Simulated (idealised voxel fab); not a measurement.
process module | voxel trench capacitor
Shown is cross-section cut, with a width of 225 nm and square cells of size 5 nm.
Reading order for cross-sections: top band down to bottom band. Underlying form: a grid of square cells. Band size: one or more rows of cells.
Basically the band line says how high the top is and how high the bottom is, in nm, and then what's in it from left to right, every material with its width in nm. Empty space shows up as "air", and if a single material carries "everywhere" it runs the full band edge to edge.
Heights are reckoned from 0. Under this level, the received wafer is all of one material. The bottommost band is open-ended downward, for example "z 0 and below".
Per-row width for "30->40": begins at first number (top row of band), ends at second number (bottom row), increment between rows held constant.
"changes: none" (step): cross-section cells unchanged, all of them.
"Unvented cavities" enumerates empty spaces isolated from the top, with no open way to it, that contain at least 8 cells, giving each as width x height at distance from the left edge, all three in nm.
Whatever follows a step's settings on its line is a remark the simulator itself makes about that step.
overlay nm: right-of-plan distance of the mask on a masked step; negative values mean left-of-plan.
## This section lists the process steps that were planned
| 1 | RECEIVE | material Si |
| 2 | CONFORMAL_DEP | material SiN | thk nm 10 |
| 3 | MASKED_ETCH | tone open | mask id TRENCH | width nm 15 | pitch nm 45 | etch materials SiN | depth nm 10 | overlay nm 0 |
| 4 | MASKED_ETCH | tone open | mask id TRENCH | width nm 15 | pitch nm 45 | etch materials Si | depth nm 40 | overlay nm 0 |
| 5 | CONFORMAL_DEP | material SiO2 | thk nm 5 |
| 6 | FILL_DEP | material polySi | thk nm 5 |
| 7 | CMP | height nm 10 |
## Delivered wafer in cross-section: state after step 1
	z 0 and below: Si everywhere
	Unvented cavities: none
## Figure: cross-sectional view of the wafer upon completion of the module, processed from the initial state and according to the plan depicted above, with one error introduced during execution
	z 10 to 5: polySi everywhere
	z 5 to 0: 85 of SiO2; 5 of polySi; 40 of SiO2; 5 of polySi; 90 of SiO2
	z 0 to -35: 80 of Si; 5 of SiO2; 5 of polySi; 5 of SiO2; 30 of Si; 5 of SiO2; 5 of polySi; 5 of SiO2; 85 of Si
	z -35 to -40: 80 of Si; 15 of SiO2; 30 of Si; 15 of SiO2; 85 of Si
	z -40 and below: Si everywhere
	Unvented cavities: none
Finding, execution versus plan: step 2 of the plan was excluded from execution and never run
